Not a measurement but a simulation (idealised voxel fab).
voxel plated lines: a process module
Cross-section cut spans 220 nm and uses square cells 5 nm in size.
Throughout this document, each cross-section is represented as a grid of square cells and is presented as a sequence of bands enumerated from the top downward, where a band comprises one or more rows of cells. Per band: top height and bottom height in nm, followed by the left-to-right materials and their widths in nm; "all across" marks a single material spanning edge to edge, "blank" marks empty space. Note: height 0 marks the level under which the wafer is uniformly one material as received. Lowest band unbounded below, written "from 0 down". You'd read "30 to 40" like this: the band's top row of cells is as wide as the first number, its bottom row is as wide as the second, and going down, every row changes width by the same amount as the row before did. Step note "same as before" = no cross-section cell changed. What "Closed void roster" gives you is every empty space of 8 cells or more that is cut off from the top. Each appears as width x height at distance, with the distance taken from the left edge and width, height and distance all in nm. What comes after the settings on a step's line is commentary from the simulator itself on that step. A step line may carry the setting "overlay nm", which, for steps involving a mask, states the distance by which the mask lay to the right of its intended position; negative values denote displacement to the left.

Listed below are the process steps as planned:
| 1 | RECEIVE, material Si |
| 2 | CONFORMAL_DEP, material SiN, thk nm 15 |
| 3 | DIRECTIONAL_DEP, material TiN, thk nm 5 |
| 4 | PATTERN, tone open, mask id LINES, material resist, width nm 15, pitch nm 35, thk nm 25, overlay nm 0 |
| 5 | EPI, material Ru, thk nm 10 |
| 6 | EPI, material Ru, thk nm 10 |
| 7 | STRIP, etch materials resist |
| 8 | DIRECTIONAL_ETCH, etch materials TiN, depth nm 5 |
| 9 | CONFORMAL_DEP, material SiCN, thk nm 10 |

As-received wafer cross-section (after step 1):
- from 0 down: Si all across
- Closed void roster: none

Post-module cross-section of the first of two wafers (run per plan):
- from 50 to 40: 75 nm blank, then 70 nm SiCN, then 75 nm blank
- from 40 to 25: 75 nm blank, then 10 nm SiCN, then 15 nm Ru, then 20 nm SiCN, then 15 nm Ru, then 10 nm SiCN, then 75 nm blank
- from 25 to 20: 85 nm SiCN, then 15 nm Ru, then 20 nm SiCN, then 15 nm Ru, then 85 nm SiCN
- from 20 to 15: 85 nm SiCN, then 15 nm TiN, then 20 nm SiCN, then 15 nm TiN, then 85 nm SiCN
- from 15 to 0: SiN all across
- from 0 down: Si all across
- Closed void roster: none

This is the second of the two wafers, cross-sectioned at the end of the module; it started exactly like the first and was given the same plan, but it was run with one mistake:
- from 50 to 40: SiCN all across
- from 40 to 20: 85 nm Ru, then 15 nm SiCN, then 20 nm Ru, then 15 nm SiCN, then 85 nm Ru
- from 20 to 15: 85 nm TiN, then 15 nm SiCN, then 20 nm TiN, then 15 nm SiCN, then 85 nm TiN
- from 15 to 0: SiN all across
- from 0 down: Si all across
- Closed void roster: none
Nonconformance to the process plan: it should be noted that step 4 was executed with settings other than those planned, the operation and settings actually applied being PATTERN, tone cover, mask id LINES, material resist, width nm 15, pitch nm 35, thk nm 25, overlay nm 0
The final cell counts differ between the wafers, with the second having more or fewer of some materials than the first: Ru +128, SiCN -10, TiN +32
